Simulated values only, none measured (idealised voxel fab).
Name of the process module below: voxel self aligned contacts
Cross-section cut: width 215 nm, square cells of 5 nm.
A cross-section in this document is a grid of square cells, and it is written down as bands, the top band listed before the ones below it; a band is made up of one or more rows of cells.
Band entry format. Leading values: height of top, height of bottom, nm. Remainder: materials in left-to-right order, each with its width in nm. Special words: "all across" on a single material, which then fills the band edge to edge; "air", empty space.
Counting heights begins at 0, where everything beneath is, in the wafer as received, one material. The lowest band has no bottom; it goes on downwards, as "0 -> down" shows.
With a width like "30..40", each row of cells in the band differs from the next by the same amount, the top row carrying the first number and the bottom row the second.
Step marked "remained unchanged"? Then no cell in the cross-section changed in it.
Entry "Catalogued sealed voids" = empty spaces >= 8 cells with no open way to the top; each as width x height at distance, distance from left edge, all nm.
Whatever follows a step's settings on its line is a remark the simulator itself makes about that step.
"overlay nm", when on a step's line for a step with a mask, measures how far to the right of its planned place the mask lay; a negative measure means to the left.
### Steps in the process plan
1 RECEIVE,material Si
2 CONFORMAL_DEP,material SiO2,thk nm 5
3 DIRECTIONAL_DEP,material polySi,thk nm 20
4 DIRECTIONAL_DEP,material SiN,thk nm 25
5 PATTERN,tone cover,mask id GATE,material resist,width nm 25,pitch nm 60,thk nm 15,overlay nm -15
6 DIRECTIONAL_ETCH,etch materials SiN,depth nm 25
7 DIRECTIONAL_ETCH,etch materials polySi,depth nm 20
8 STRIP,etch materials resist
9 CONFORMAL_DEP,material SiN,thk nm 10
10 DIRECTIONAL_ETCH,etch materials SiN,depth nm 10
11 FILL_DEP,material SiO2,thk nm 15
12 CMP,height nm 60
13 DIRECTIONAL_DEP,material aC,thk nm 15
14 PATTERN,tone open,mask id CONTACT,material resist,width nm 45,pitch nm 60,thk nm 30,overlay nm 0
15 DIRECTIONAL_ETCH,etch materials aC,depth nm 15
16 STRIP,etch materials resist
17 DIRECTIONAL_ETCH,etch materials SiO2,depth nm 60
18 STRIP,etch materials aC
19 CONFORMAL_DEP,material TiN,thk nm 5
20 FILL_DEP,material W,thk nm 5
21 CMP,height nm 60
22 CONFORMAL_DEP,material SiCN,thk nm 5
The wafers are alike at the start. At step 5, their overlay nm differs. The plan lists the first wafer's value.
### The first of several wafers in cross-section, exactly as it reached us after step 1
- 0 -> down | Si all across
- Catalogued sealed voids: none
### wafer rows; end of module; cells per material since receipt: (+) gained, (-) lost; then closed voids
overlay nm -15; +43 SiCN; +183 SiN; +177 SiO2; +62 TiN; +34 W; +60 polySi; Catalogued sealed voids: none
overlay nm -10; +43 SiCN; +183 SiN; +177 SiO2; +62 TiN; +34 W; +60 polySi; Catalogued sealed voids: none
overlay nm -5; +43 SiCN; +183 SiN; +177 SiO2; +62 TiN; +34 W; +60 polySi; Catalogued sealed voids: none
overlay nm 0; +43 SiCN; +183 SiN; +177 SiO2; +62 TiN; +34 W; +60 polySi; Catalogued sealed voids: none
overlay nm 5; +43 SiCN; +183 SiN; +177 SiO2; +62 TiN; +34 W; +60 polySi; Catalogued sealed voids: none
overlay nm 10; +43 SiCN; +183 SiN; +177 SiO2; +62 TiN; +34 W; +60 polySi; Catalogued sealed voids: none
overlay nm 15; +43 SiCN; +183 SiN; +177 SiO2; +62 TiN; +34 W; +60 polySi; Catalogued sealed voids: none
